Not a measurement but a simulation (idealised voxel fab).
Proc. module: voxel fin reveal
Displayed cross-section: cut, width of 215 nm, square cells sized 5 nm.
Bands, listed from the top down, are how a cross-section gets written in this document; the cross-section itself is a grid of square cells, and a band is one or more rows of them. Top height, bottom height, nm. Materials left to right, width each, nm. Single material + "edge to edge" = fills band edge to edge. "air" = empty. Beneath 0, the wafer as received is one material, and that level is where height counting begins. The lowest band goes on downward without a bottom; it is written like "top 0, no bottom". It should be noted that a width expressed as "30..40" varies in equal increments from row to row of cells within the band, taking the value of the first number at the top row and that of the second number at the bottom row. Key: "nothing got changed" - step with no changed cell in the cross-section. The label "Fully sealed voids" introduces a list of the empty spaces, 8 cells or larger, that have no open way up to the top; each entry in it reads width x height at distance, where the distance is taken from the left edge and all three are stated in nm. Heads up: the bit after the settings on a step's line is the simulator's remark on that step. overlay nm: for a step with a mask, the amount by which the mask lay right of where it was planned; a negative amount means left of it. For the reader: what remains of this document is a series of pairs, each showing a cross-section before one process step and a cross-section after that step which reaches down only to the lowest band that changed, with the step between them and its settings set out under the pair. It should not be assumed that a pair continues from the pair above it; the pairs can come from different runs of this module on the same starting wafer, and such continuity exists only where the entry headed "Prior state" says so.
[Prior state]
	top 0, no bottom | Si edge to edge
	Fully sealed voids: none
[Cross-Section Thereafter]
	top 5, bottom 0 | SiN edge to edge
	Below 0, the layers are the same as they were.
	Fully sealed voids: none
Applied between the two views above: CONFORMAL_DEP | material SiN | thk nm 5
Prior state: The pre-step condition corresponds to the post-step cross-section depicted in the pair directly above.
[Cross-Section Thereafter]
	top 20, bottom 5 | aC edge to edge
	Below 5, the layers are the same as they were.
	Fully sealed voids: none
Applied between the two views above: DIRECTIONAL_DEP | material aC | thk nm 15
Prior state: The pre-step condition corresponds to the post-step cross-section depicted in the pair directly above.
[Cross-Section Thereafter]
	top 55, bottom 20 | air 60 nm, then resist 15 nm, then air 25 nm, then resist 15 nm, then air 25 nm, then resist 15 nm, then air 60 nm
	Below 20, the layers are the same as they were.
	Fully sealed voids: none
Applied between the two views above: PATTERN | tone cover | mask id FINS | material resist | width nm 15 | pitch nm 40 | thk nm 35 | overlay nm 0
Prior state: The pre-step condition corresponds to the post-step cross-section depicted in the pair directly above.
[Cross-Section Thereafter]
	top 40, bottom 20 | air 60 nm, then resist 15 nm, then air 25 nm, then resist 15 nm, then air 25 nm, then resist 15 nm, then air 60 nm
	top 20, bottom 5 | air 60 nm, then aC 15 nm, then air 25 nm, then aC 15 nm, then air 25 nm, then aC 15 nm, then air 60 nm
	Below 5, the layers are the same as they were.
	Fully sealed voids: none
Applied between the two views above: DIRECTIONAL_ETCH | etch materials aC | depth nm 15
Prior state: The pre-step condition corresponds to the post-step cross-section depicted in the pair directly above.
[Cross-Section Thereafter]
	top 20, bottom 5 | air 60 nm, then aC 15 nm, then air 25 nm, then aC 15 nm, then air 25 nm, then aC 15 nm, then air 60 nm
	Below 5, the layers are the same as they were.
	Fully sealed voids: none
Applied between the two views above: STRIP | etch materials resist
Prior state: The pre-step condition corresponds to the post-step cross-section depicted in the pair directly above.
[Cross-Section Thereafter]
	top 20, bottom 5 | air 60 nm, then aC 15 nm, then air 25 nm, then aC 15 nm, then air 25 nm, then aC 15 nm, then air 60 nm
	top 5, bottom 0 | air 60 nm, then SiN 15 nm, then air 25 nm, then SiN 15 nm, then air 25 nm, then SiN 15 nm, then air 60 nm
	Below 0, the layers are the same as they were.
	Fully sealed voids: none
Applied between the two views above: DIRECTIONAL_ETCH | etch materials SiN | depth nm 5
Prior state: The pre-step condition corresponds to the post-step cross-section depicted in the pair directly above.
[Cross-Section Thereafter]
	top 20, bottom 5 | air 60 nm, then aC 15 nm, then air 25 nm, then aC 15 nm, then air 25 nm, then aC 15 nm, then air 60 nm
	top 5, bottom 0 | air 60 nm, then SiN 15 nm, then air 25 nm, then SiN 15 nm, then air 25 nm, then SiN 15 nm, then air 60 nm
	top 0, bottom -40 | air 60 nm, then Si 15 nm, then air 25 nm, then Si 15 nm, then air 25 nm, then Si 15 nm, then air 60 nm
	Below -40, the layers are the same as they were.
	Fully sealed voids: none
Applied between the two views above: DIRECTIONAL_ETCH | etch materials Si | depth nm 40
Prior state: The pre-step condition corresponds to the post-step cross-section depicted in the pair directly above.
[Cross-Section Thereafter]
	top 5, bottom 0 | air 60 nm, then SiN 15 nm, then air 25 nm, then SiN 15 nm, then air 25 nm, then SiN 15 nm, then air 60 nm
	Below 0, the layers are the same as they were.
	Fully sealed voids: none
Applied between the two views above: STRIP | etch materials aC
Prior state: The pre-step condition corresponds to the post-step cross-section depicted in the pair directly above.
[Cross-Section Thereafter]
	top 5, bottom 0 | air 60 nm, then SiN 15 nm, then air 25 nm, then SiN 15 nm, then air 25 nm, then SiN 15 nm, then air 60 nm
	top 0, bottom -40 | air 60 nm, then SiO2 5 nm, then Si 5 nm, then SiO2 5 nm, then air 25 nm, then SiO2 5 nm, then Si 5 nm, then SiO2 5 nm, then air 25 nm, then SiO2 5 nm, then Si 5 nm, then SiO2 5 nm, then air 60 nm
	top -40, bottom -45 | SiO2 65 nm, then Si 5 nm, then SiO2 35 nm, then Si 5 nm, then SiO2 35 nm, then Si 5 nm, then SiO2 65 nm
	Below -45, the layers are the same as they were.
	Fully sealed voids: none
Applied between the two views above: OXIDIZE | depth nm 5
Prior state: The pre-step condition corresponds to the post-step cross-section depicted in the pair directly above.
[Cross-Section Thereafter]
	top 15, bottom 5 | SiO2 edge to edge
	top 5, bottom 0 | SiO2 60 nm, then SiN 15 nm, then SiO2 25 nm, then SiN 15 nm, then SiO2 25 nm, then SiN 15 nm, then SiO2 60 nm
	top 0, bottom -45 | SiO2 65 nm, then Si 5 nm, then SiO2 35 nm, then Si 5 nm, then SiO2 35 nm, then Si 5 nm, then SiO2 65 nm
	Below -45, the layers are the same as they were.
	Fully sealed voids: none
Applied between the two views above: FILL_DEP | material SiO2 | thk nm 10
Prior state: The pre-step condition corresponds to the post-step cross-section depicted in the pair directly above.
[Cross-Section Thereafter]
	top 5, bottom 0 | SiO2 60 nm, then SiN 15 nm, then SiO2 25 nm, then SiN 15 nm, then SiO2 25 nm, then SiN 15 nm, then SiO2 60 nm
	Below 0, the layers are the same as they were.
	Fully sealed voids: none
Applied between the two views above: CMP | height nm 5
Prior state: The pre-step condition corresponds to the post-step cross-section depicted in the pair directly above.
[Cross-Section Thereafter]
	top 5, bottom 0 | air 60 nm, then SiN 15 nm, then air 25 nm, then SiN 15 nm, then air 25 nm, then SiN 15 nm, then air 60 nm
	top 0, bottom -10 | air 65 nm, then Si 5 nm, then air 35 nm, then Si 5 nm, then air 35 nm, then Si 5 nm, then air 65 nm
	Below -10, the layers are the same as they were.
	Fully sealed voids: none
Applied between the two views above: SELECTIVE_ETCH | etch materials SiO2 | depth nm 15
Prior state: The pre-step condition corresponds to the post-step cross-section depicted in the pair directly above.
[Cross-Section Thereafter]
	top 0, bottom -10 | air 65 nm, then Si 5 nm, then air 35 nm, then Si 5 nm, then air 35 nm, then Si 5 nm, then air 65 nm
	Below -10, the layers are the same as they were.
	Fully sealed voids: none
Applied between the two views above: STRIP | etch materials SiN
Prior state: The pre-step condition corresponds to the post-step cross-section depicted in the pair directly above.
[Cross-Section Thereafter]
	top 5, bottom 0 | air 60 nm, then HfO2 15 nm, then air 25 nm, then HfO2 15 nm, then air 25 nm, then HfO2 15 nm, then air 60 nm
	top 0, bottom -5 | air 60 nm, then HfO2 5 nm, then Si 5 nm, then HfO2 5 nm, then air 25 nm, then HfO2 5 nm, then Si 5 nm, then HfO2 5 nm, then air 25 nm, then HfO2 5 nm, then Si 5 nm, then HfO2 5 nm, then air 60 nm
	top -5, bottom -10 | HfO2 65 nm, then Si 5 nm, then HfO2 35 nm, then Si 5 nm, then HfO2 35 nm, then Si 5 nm, then HfO2 65 nm
	Below -10, the layers are the same as they were.
	Fully sealed voids: none
Applied between the two views above: CONFORMAL_DEP | material HfO2 | thk nm 5
[Prior state]
	top 5, bottom 0 | air 60 nm, then SiN 15 nm, then air 25 nm, then SiN 15 nm, then air 25 nm, then SiN 15 nm, then air 60 nm
	top 0, bottom -10 | air 65 nm, then Si 5 nm, then air 35 nm, then Si 5 nm, then air 35 nm, then Si 5 nm, then air 65 nm
	top -10, bottom -45 | SiO2 65 nm, then Si 5 nm, then SiO2 35 nm, then Si 5 nm, then SiO2 35 nm, then Si 5 nm, then SiO2 65 nm
	top -45, no bottom | Si edge to edge
	Fully sealed voids: none
[Cross-Section Thereafter]
	top 5, bottom 0 | air 60 nm, then SiN 15 nm, then air 25 nm, then SiN 15 nm, then air 25 nm, then SiN 15 nm, then air 60 nm
	top 0, bottom -25 | air 65 nm, then Si 5 nm, then air 35 nm, then Si 5 nm, then air 35 nm, then Si 5 nm, then air 65 nm
	Below -25, the layers are the same as they were.
	Fully sealed voids: none
Applied between the two views above: SELECTIVE_ETCH | etch materials SiO2 | depth nm 15
Prior state: The pre-step condition corresponds to the post-step cross-section depicted in the pair directly above.
[Cross-Section Thereafter]
	top 0, bottom -25 | air 65 nm, then Si 5 nm, then air 35 nm, then Si 5 nm, then air 35 nm, then Si 5 nm, then air 65 nm
	Below -25, the layers are the same as they were.
	Fully sealed voids: none
Applied between the two views above: STRIP | etch materials SiN
Prior state: The pre-step condition corresponds to the post-step cross-section depicted in the pair directly above.
[Cross-Section Thereafter]
	top 5, bottom 0 | air 60 nm, then HfO2 15 nm, then air 25 nm, then HfO2 15 nm, then air 25 nm, then HfO2 15 nm, then air 60 nm
	top 0, bottom -20 | air 60 nm, then HfO2 5 nm, then Si 5 nm, then HfO2 5 nm, then air 25 nm, then HfO2 5 nm, then Si 5 nm, then HfO2 5 nm, then air 25 nm, then HfO2 5 nm, then Si 5 nm, then HfO2 5 nm, then air 60 nm
	top -20, bottom -25 | HfO2 65 nm, then Si 5 nm, then HfO2 35 nm, then Si 5 nm, then HfO2 35 nm, then Si 5 nm, then HfO2 65 nm
	Below -25, the layers are the same as they were.
	Fully sealed voids: none
Applied between the two views above: CONFORMAL_DEP | material HfO2 | thk nm 5
[Prior state]
	top 5, bottom 0 | SiO2 60 nm, then SiN 15 nm, then SiO2 25 nm, then SiN 15 nm, then SiO2 25 nm, then SiN 15 nm, then SiO2 60 nm
	top 0, bottom -45 | SiO2 65 nm, then Si 5 nm, then SiO2 35 nm, then Si 5 nm, then SiO2 35 nm, then Si 5 nm, then SiO2 65 nm
	top -45, no bottom | Si edge to edge
	Fully sealed voids: none
[Cross-Section Thereafter]
	top 5, bottom 0 | SiO2 60 nm, then air 15 nm, then SiO2 25 nm, then air 15 nm, then SiO2 25 nm, then air 15 nm, then SiO2 60 nm
	Below 0, the layers are the same as they were.
	Fully sealed voids: none
Applied between the two views above: STRIP | etch materials SiN
Prior state: The pre-step condition corresponds to the post-step cross-section depicted in the pair directly above.
[Cross-Section Thereafter]
	top 0, bottom -10 | air 65 nm, then Si 5 nm, then air 35 nm, then Si 5 nm, then air 35 nm, then Si 5 nm, then air 65 nm
	top -10, bottom -15 | SiO2 45 nm, then air 20 nm, then Si 5 nm, then air 35 nm, then Si 5 nm, then air 35 nm, then Si 5 nm, then air 20 nm, then SiO2 45 nm
	Below -15, the layers are the same as they were.
	Fully sealed voids: none
Applied between the two views above: SELECTIVE_ETCH | etch materials SiO2 | depth nm 15
Prior state: The pre-step condition corresponds to the post-step cross-section depicted in the pair directly above.
[Cross-Section Thereafter]
	top 5, bottom 0 | air 60 nm, then HfO2 15 nm, then air 25 nm, then HfO2 15 nm, then air 25 nm, then HfO2 15 nm, then air 60 nm
	top 0, bottom -5 | air 60 nm, then HfO2 5 nm, then Si 5 nm, then HfO2 5 nm, then air 25 nm, then HfO2 5 nm, then Si 5 nm, then HfO2 5 nm, then air 25 nm, then HfO2 5 nm, then Si 5 nm, then HfO2 5 nm, then air 60 nm
	top -5, bottom -10 | HfO2 50 nm, then air 10 nm, then HfO2 5 nm, then Si 5 nm, then HfO2 5 nm, then air 25 nm, then HfO2 5 nm, then Si 5 nm, then HfO2 5 nm, then air 25 nm, then HfO2 5 nm, then Si 5 nm, then HfO2 5 nm, then air 10 nm, then HfO2 50 nm
	top -10, bottom -15 | SiO2 45 nm, then HfO2 20 nm, then Si 5 nm, then HfO2 35 nm, then Si 5 nm, then HfO2 35 nm, then Si 5 nm, then HfO2 20 nm, then SiO2 45 nm
	Below -15, the layers are the same as they were.
	Fully sealed voids: none
Applied between the two views above: CONFORMAL_DEP | material HfO2 | thk nm 5
[Prior state]
	top 20, bottom 5 | air 60 nm, then aC 15 nm, then air 25 nm, then aC 15 nm, then air 25 nm, then aC 15 nm, then air 60 nm
	top 5, bottom 0 | air 60 nm, then SiN 15 nm, then air 25 nm, then SiN 15 nm, then air 25 nm, then SiN 15 nm, then air 60 nm
	top 0, no bottom | Si edge to edge
	Fully sealed voids: none
[Cross-Section Thereafter]
	top 20, bottom 5 | air 60 nm, then aC 15 nm, then air 25 nm, then aC 15 nm, then air 25 nm, then aC 15 nm, then air 60 nm
	top 5, bottom 0 | air 60 nm, then SiN 15 nm, then air 25 nm, then SiN 15 nm, then air 25 nm, then SiN 15 nm, then air 60 nm
	top 0, bottom -30 | air 60 nm, then Si 15 nm, then air 25 nm, then Si 15 nm, then air 25 nm, then Si 15 nm, then air 60 nm
	Below -30, the layers are the same as they were.
	Fully sealed voids: none
Applied between the two views above: DIRECTIONAL_ETCH | etch materials Si | depth nm 30
Prior state: The pre-step condition corresponds to the post-step cross-section depicted in the pair directly above.
[Cross-Section Thereafter]
	top 5, bottom 0 | air 60 nm, then SiN 15 nm, then air 25 nm, then SiN 15 nm, then air 25 nm, then SiN 15 nm, then air 60 nm
	Below 0, the layers are the same as they were.
	Fully sealed voids: none
Applied between the two views above: STRIP | etch materials aC
Prior state: The pre-step condition corresponds to the post-step cross-section depicted in the pair directly above.
[Cross-Section Thereafter]
	top 5, bottom 0 | air 60 nm, then SiN 15 nm, then air 25 nm, then SiN 15 nm, then air 25 nm, then SiN 15 nm, then air 60 nm
	top 0, bottom -30 | air 60 nm, then SiO2 5 nm, then Si 5 nm, then SiO2 5 nm, then air 25 nm, then SiO2 5 nm, then Si 5 nm, then SiO2 5 nm, then air 25 nm, then SiO2 5 nm, then Si 5 nm, then SiO2 5 nm, then air 60 nm
	top -30, bottom -35 | SiO2 65 nm, then Si 5 nm, then SiO2 35 nm, then Si 5 nm, then SiO2 35 nm, then Si 5 nm, then SiO2 65 nm
	Below -35, the layers are the same as they were.
	Fully sealed voids: none
Applied between the two views above: OXIDIZE | depth nm 5
Prior state: The pre-step condition corresponds to the post-step cross-section depicted in the pair directly above.
[Cross-Section Thereafter]
	top 15, bottom 5 | SiO2 edge to edge
	top 5, bottom 0 | SiO2 60 nm, then SiN 15 nm, then SiO2 25 nm, then SiN 15 nm, then SiO2 25 nm, then SiN 15 nm, then SiO2 60 nm
	top 0, bottom -35 | SiO2 65 nm, then Si 5 nm, then SiO2 35 nm, then Si 5 nm, then SiO2 35 nm, then Si 5 nm, then SiO2 65 nm
	Below -35, the layers are the same as they were.
	Fully sealed voids: none
Applied between the two views above: FILL_DEP | material SiO2 | thk nm 10
Prior state: The pre-step condition corresponds to the post-step cross-section depicted in the pair directly above.
[Cross-Section Thereafter]
	top 5, bottom 0 | SiO2 60 nm, then SiN 15 nm, then SiO2 25 nm, then SiN 15 nm, then SiO2 25 nm, then SiN 15 nm, then SiO2 60 nm
	Below 0, the layers are the same as they were.
	Fully sealed voids: none
Applied between the two views above: CMP | height nm 5
Prior state: The pre-step condition corresponds to the post-step cross-section depicted in the pair directly above.
[Cross-Section Thereafter]
	top 5, bottom 0 | air 60 nm, then SiN 15 nm, then air 25 nm, then SiN 15 nm, then air 25 nm, then SiN 15 nm, then air 60 nm
	top 0, bottom -10 | air 65 nm, then Si 5 nm, then air 35 nm, then Si 5 nm, then air 35 nm, then Si 5 nm, then air 65 nm
	Below -10, the layers are the same as they were.
	Fully sealed voids: none
Applied between the two views above: SELECTIVE_ETCH | etch materials SiO2 | depth nm 15
Prior state: The pre-step condition corresponds to the post-step cross-section depicted in the pair directly above.
[Cross-Section Thereafter]
	top 0, bottom -10 | air 65 nm, then Si 5 nm, then air 35 nm, then Si 5 nm, then air 35 nm, then Si 5 nm, then air 65 nm
	Below -10, the layers are the same as they were.
	Fully sealed voids: none
Applied between the two views above: STRIP | etch materials SiN
Prior state: The pre-step condition corresponds to the post-step cross-section depicted in the pair directly above.
[Cross-Section Thereafter]
	top 5, bottom 0 | air 60 nm, then HfO2 15 nm, then air 25 nm, then HfO2 15 nm, then air 25 nm, then HfO2 15 nm, then air 60 nm
	top 0, bottom -5 | air 60 nm, then HfO2 5 nm, then Si 5 nm, then HfO2 5 nm, then air 25 nm, then HfO2 5 nm, then Si 5 nm, then HfO2 5 nm, then air 25 nm, then HfO2 5 nm, then Si 5 nm, then HfO2 5 nm, then air 60 nm
	top -5, bottom -10 | HfO2 65 nm, then Si 5 nm, then HfO2 35 nm, then Si 5 nm, then HfO2 35 nm, then Si 5 nm, then HfO2 65 nm
	Below -10, the layers are the same as they were.
	Fully sealed voids: none
Applied between the two views above: CONFORMAL_DEP | material HfO2 | thk nm 5
[Prior state]
	top 20, bottom 5 | aC edge to edge
	top 5, bottom 0 | SiN edge to edge
	top 0, no bottom | Si edge to edge
	Fully sealed voids: none
[Cross-Section Thereafter]
	top 55, bottom 20 | air 60 nm, then resist 20 nm, then air 20 nm, then resist 20 nm, then air 20 nm, then resist 20 nm, then air 55 nm
	Below 20, the layers are the same as they were.
	Fully sealed voids: none
Applied between the two views above: PATTERN | tone cover | mask id FINS | material resist | width nm 20 | pitch nm 40 | thk nm 35 | overlay nm 0
Prior state: The pre-step condition corresponds to the post-step cross-section depicted in the pair directly above.
[Cross-Section Thereafter]
	top 40, bottom 20 | air 60 nm, then resist 20 nm, then air 20 nm, then resist 20 nm, then air 20 nm, then resist 20 nm, then air 55 nm
	top 20, bottom 5 | air 60 nm, then aC 20 nm, then air 20 nm, then aC 20 nm, then air 20 nm, then aC 20 nm, then air 55 nm
	Below 5, the layers are the same as they were.
	Fully sealed voids: none
Applied between the two views above: DIRECTIONAL_ETCH | etch materials aC | depth nm 15
Prior state: The pre-step condition corresponds to the post-step cross-section depicted in the pair directly above.
[Cross-Section Thereafter]
	top 20, bottom 5 | air 60 nm, then aC 20 nm, then air 20 nm, then aC 20 nm, then air 20 nm, then aC 20 nm, then air 55 nm
	Below 5, the layers are the same as they were.
	Fully sealed voids: none
Applied between the two views above: STRIP | etch materials resist
Prior state: The pre-step condition corresponds to the post-step cross-section depicted in the pair directly above.
[Cross-Section Thereafter]
	top 20, bottom 5 | air 60 nm, then aC 20 nm, then air 20 nm, then aC 20 nm, then air 20 nm, then aC 20 nm, then air 55 nm
	top 5, bottom 0 | air 60 nm, then SiN 20 nm, then air 20 nm, then SiN 20 nm, then air 20 nm, then SiN 20 nm, then air 55 nm
	Below 0, the layers are the same as they were.
	Fully sealed voids: none
Applied between the two views above: DIRECTIONAL_ETCH | etch materials SiN | depth nm 5
Prior state: The pre-step condition corresponds to the post-step cross-section depicted in the pair directly above.
[Cross-Section Thereafter]
	top 20, bottom 5 | air 60 nm, then aC 20 nm, then air 20 nm, then aC 20 nm, then air 20 nm, then aC 20 nm, then air 55 nm
	top 5, bottom 0 | air 60 nm, then SiN 20 nm, then air 20 nm, then SiN 20 nm, then air 20 nm, then SiN 20 nm, then air 55 nm
	top 0, bottom -40 | air 60 nm, then Si 20 nm, then air 20 nm, then Si 20 nm, then air 20 nm, then Si 20 nm, then air 55 nm
	Below -40, the layers are the same as they were.
	Fully sealed voids: none
Applied between the two views above: DIRECTIONAL_ETCH | etch materials Si | depth nm 40
Prior state: The pre-step condition corresponds to the post-step cross-section depicted in the pair directly above.
[Cross-Section Thereafter]
	top 5, bottom 0 | air 60 nm, then SiN 20 nm, then air 20 nm, then SiN 20 nm, then air 20 nm, then SiN 20 nm, then air 55 nm
	Below 0, the layers are the same as they were.
	Fully sealed voids: none
Applied between the two views above: STRIP | etch materials aC
Prior state: The pre-step condition corresponds to the post-step cross-section depicted in the pair directly above.
[Cross-Section Thereafter]
	top 5, bottom 0 | air 60 nm, then SiN 20 nm, then air 20 nm, then SiN 20 nm, then air 20 nm, then SiN 20 nm, then air 55 nm
	top 0, bottom -40 | air 60 nm, then SiO2 5 nm, then Si 10 nm, then SiO2 5 nm, then air 20 nm, then SiO2 5 nm, then Si 10 nm, then SiO2 5 nm, then air 20 nm, then SiO2 5 nm, then Si 10 nm, then SiO2 5 nm, then air 55 nm
	top -40, bottom -45 | SiO2 65 nm, then Si 10 nm, then SiO2 30 nm, then Si 10 nm, then SiO2 30 nm, then Si 10 nm, then SiO2 60 nm
	Below -45, the layers are the same as they were.
	Fully sealed voids: none
Applied between the two views above: OXIDIZE | depth nm 5
Prior state: The pre-step condition corresponds to the post-step cross-section depicted in the pair directly above.
[Cross-Section Thereafter]
	top 15, bottom 5 | SiO2 edge to edge
	top 5, bottom 0 | SiO2 60 nm, then SiN 20 nm, then SiO2 20 nm, then SiN 20 nm, then SiO2 20 nm, then SiN 20 nm, then SiO2 55 nm
	top 0, bottom -45 | SiO2 65 nm, then Si 10 nm, then SiO2 30 nm, then Si 10 nm, then SiO2 30 nm, then Si 10 nm, then SiO2 60 nm
	Below -45, the layers are the same as they were.
	Fully sealed voids: none
Applied between the two views above: FILL_DEP | material SiO2 | thk nm 10
Prior state: The pre-step condition corresponds to the post-step cross-section depicted in the pair directly above.
[Cross-Section Thereafter]
	top 5, bottom 0 | SiO2 60 nm, then SiN 20 nm, then SiO2 20 nm, then SiN 20 nm, then SiO2 20 nm, then SiN 20 nm, then SiO2 55 nm
	Below 0, the layers are the same as they were.
	Fully sealed voids: none
Applied between the two views above: CMP | height nm 5
Prior state: The pre-step condition corresponds to the post-step cross-section depicted in the pair directly above.
[Cross-Section Thereafter]
	top 5, bottom 0 | air 60 nm, then SiN 20 nm, then air 20 nm, then SiN 20 nm, then air 20 nm, then SiN 20 nm, then air 55 nm
	top 0, bottom -10 | air 65 nm, then Si 10 nm, then air 30 nm, then Si 10 nm, then air 30 nm, then Si 10 nm, then air 60 nm
	Below -10, the layers are the same as they were.
	Fully sealed voids: none
Applied between the two views above: SELECTIVE_ETCH | etch materials SiO2 | depth nm 15
Prior state: The pre-step condition corresponds to the post-step cross-section depicted in the pair directly above.
[Cross-Section Thereafter]
	top 0, bottom -10 | air 65 nm, then Si 10 nm, then air 30 nm, then Si 10 nm, then air 30 nm, then Si 10 nm, then air 60 nm
	Below -10, the layers are the same as they were.
	Fully sealed voids: none
Applied between the two views above: STRIP | etch materials SiN
Prior state: The pre-step condition corresponds to the post-step cross-section depicted in the pair directly above.
[Cross-Section Thereafter]
	top 5, bottom 0 | air 60 nm, then HfO2 20 nm, then air 20 nm, then HfO2 20 nm, then air 20 nm, then HfO2 20 nm, then air 55 nm
	top 0, bottom -5 | air 60 nm, then HfO2 5 nm, then Si 10 nm, then HfO2 5 nm, then air 20 nm, then HfO2 5 nm, then Si 10 nm, then HfO2 5 nm, then air 20 nm, then HfO2 5 nm, then Si 10 nm, then HfO2 5 nm, then air 55 nm
	top -5, bottom -10 | HfO2 65 nm, then Si 10 nm, then HfO2 30 nm, then Si 10 nm, then HfO2 30 nm, then Si 10 nm, then HfO2 60 nm
	Below -10, the layers are the same as they were.
	Fully sealed voids: none
Applied between the two views above: CONFORMAL_DEP | material HfO2 | thk nm 5
[Prior state]
	top 20, bottom 5 | aC edge to edge
	top 5, bottom 0 | SiN edge to edge
	top 0, no bottom | Si edge to edge
	Fully sealed voids: none
[Cross-Section Thereafter]
	top 55, bottom 20 | air 55 nm, then resist 15 nm, then air 25 nm, then resist 15 nm, then air 25 nm, then resist 15 nm, then air 65 nm
	Below 20, the layers are the same as they were.
	Fully sealed voids: none
Applied between the two views above: PATTERN | tone cover | mask id FINS | material resist | width nm 15 | pitch nm 40 | thk nm 35 | overlay nm -5
Prior state: The pre-step condition corresponds to the post-step cross-section depicted in the pair directly above.
[Cross-Section Thereafter]
	top 40, bottom 20 | air 55 nm, then resist 15 nm, then air 25 nm, then resist 15 nm, then air 25 nm, then resist 15 nm, then air 65 nm
	top 20, bottom 5 | air 55 nm, then aC 15 nm, then air 25 nm, then aC 15 nm, then air 25 nm, then aC 15 nm, then air 65 nm
	Below 5, the layers are the same as they were.
	Fully sealed voids: none
Applied between the two views above: DIRECTIONAL_ETCH | etch materials aC | depth nm 15
Prior state: The pre-step condition corresponds to the post-step cross-section depicted in the pair directly above.
[Cross-Section Thereafter]
	top 20, bottom 5 | air 55 nm, then aC 15 nm, then air 25 nm, then aC 15 nm, then air 25 nm, then aC 15 nm, then air 65 nm
	Below 5, the layers are the same as they were.
	Fully sealed voids: none
Applied between the two views above: STRIP | etch materials resist
Prior state: The pre-step condition corresponds to the post-step cross-section depicted in the pair directly above.
[Cross-Section Thereafter]
	top 20, bottom 5 | air 55 nm, then aC 15 nm, then air 25 nm, then aC 15 nm, then air 25 nm, then aC 15 nm, then air 65 nm
	top 5, bottom 0 | air 55 nm, then SiN 15 nm, then air 25 nm, then SiN 15 nm, then air 25 nm, then SiN 15 nm, then air 65 nm
	Below 0, the layers are the same as they were.
	Fully sealed voids: none
Applied between the two views above: DIRECTIONAL_ETCH | etch materials SiN | depth nm 5
Prior state: The pre-step condition corresponds to the post-step cross-section depicted in the pair directly above.
[Cross-Section Thereafter]
	top 20, bottom 5 | air 55 nm, then aC 15 nm, then air 25 nm, then aC 15 nm, then air 25 nm, then aC 15 nm, then air 65 nm
	top 5, bottom 0 | air 55 nm, then SiN 15 nm, then air 25 nm, then SiN 15 nm, then air 25 nm, then SiN 15 nm, then air 65 nm
	top 0, bottom -40 | air 55 nm, then Si 15 nm, then air 25 nm, then Si 15 nm, then air 25 nm, then Si 15 nm, then air 65 nm
	Below -40, the layers are the same as they were.
	Fully sealed voids: none
Applied between the two views above: DIRECTIONAL_ETCH | etch materials Si | depth nm 40
Prior state: The pre-step condition corresponds to the post-step cross-section depicted in the pair directly above.
[Cross-Section Thereafter]
	top 5, bottom 0 | air 55 nm, then SiN 15 nm, then air 25 nm, then SiN 15 nm, then air 25 nm, then SiN 15 nm, then air 65 nm
	Below 0, the layers are the same as they were.
	Fully sealed voids: none
Applied between the two views above: STRIP | etch materials aC
Prior state: The pre-step condition corresponds to the post-step cross-section depicted in the pair directly above.
[Cross-Section Thereafter]
	top 5, bottom 0 | air 55 nm, then SiN 15 nm, then air 25 nm, then SiN 15 nm, then air 25 nm, then SiN 15 nm, then air 65 nm
	top 0, bottom -40 | air 55 nm, then SiO2 5 nm, then Si 5 nm, then SiO2 5 nm, then air 25 nm, then SiO2 5 nm, then Si 5 nm, then SiO2 5 nm, then air 25 nm, then SiO2 5 nm, then Si 5 nm, then SiO2 5 nm, then air 65 nm
	top -40, bottom -45 | SiO2 60 nm, then Si 5 nm, then SiO2 35 nm, then Si 5 nm, then SiO2 35 nm, then Si 5 nm, then SiO2 70 nm
	Below -45, the layers are the same as they were.
	Fully sealed voids: none
Applied between the two views above: OXIDIZE | depth nm 5
Prior state: The pre-step condition corresponds to the post-step cross-section depicted in the pair directly above.
[Cross-Section Thereafter]
	top 15, bottom 5 | SiO2 edge to edge
	top 5, bottom 0 | SiO2 55 nm, then SiN 15 nm, then SiO2 25 nm, then SiN 15 nm, then SiO2 25 nm, then SiN 15 nm, then SiO2 65 nm
	top 0, bottom -45 | SiO2 60 nm, then Si 5 nm, then SiO2 35 nm, then Si 5 nm, then SiO2 35 nm, then Si 5 nm, then SiO2 70 nm
	Below -45, the layers are the same as they were.
	Fully sealed voids: none
Applied between the two views above: FILL_DEP | material SiO2 | thk nm 10
Prior state: The pre-step condition corresponds to the post-step cross-section depicted in the pair directly above.
[Cross-Section Thereafter]
	top 5, bottom 0 | SiO2 55 nm, then SiN 15 nm, then SiO2 25 nm, then SiN 15 nm, then SiO2 25 nm, then SiN 15 nm, then SiO2 65 nm
	Below 0, the layers are the same as they were.
	Fully sealed voids: none
Applied between the two views above: CMP | height nm 5
Prior state: The pre-step condition corresponds to the post-step cross-section depicted in the pair directly above.
[Cross-Section Thereafter]
	top 5, bottom 0 | air 55 nm, then SiN 15 nm, then air 25 nm, then SiN 15 nm, then air 25 nm, then SiN 15 nm, then air 65 nm
	top 0, bottom -10 | air 60 nm, then Si 5 nm, then air 35 nm, then Si 5 nm, then air 35 nm, then Si 5 nm, then air 70 nm
	Below -10, the layers are the same as they were.
	Fully sealed voids: none
Applied between the two views above: SELECTIVE_ETCH | etch materials SiO2 | depth nm 15
Prior state: The pre-step condition corresponds to the post-step cross-section depicted in the pair directly above.
[Cross-Section Thereafter]
	top 0, bottom -10 | air 60 nm, then Si 5 nm, then air 35 nm, then Si 5 nm, then air 35 nm, then Si 5 nm, then air 70 nm
	Below -10, the layers are the same as they were.
	Fully sealed voids: none
Applied between the two views above: STRIP | etch materials SiN
Prior state: The pre-step condition corresponds to the post-step cross-section depicted in the pair directly above.
[Cross-Section Thereafter]
	top 5, bottom 0 | air 55 nm, then HfO2 15 nm, then air 25 nm, then HfO2 15 nm, then air 25 nm, then HfO2 15 nm, then air 65 nm
	top 0, bottom -5 | air 55 nm, then HfO2 5 nm, then Si 5 nm, then HfO2 5 nm, then air 25 nm, then HfO2 5 nm, then Si 5 nm, then HfO2 5 nm, then air 25 nm, then HfO2 5 nm, then Si 5 nm, then HfO2 5 nm, then air 65 nm
	top -5, bottom -10 | HfO2 60 nm, then Si 5 nm, then HfO2 35 nm, then Si 5 nm, then HfO2 35 nm, then Si 5 nm, then HfO2 70 nm
	Below -10, the layers are the same as they were.
	Fully sealed voids: none
Applied between the two views above: CONFORMAL_DEP | material HfO2 | thk nm 5
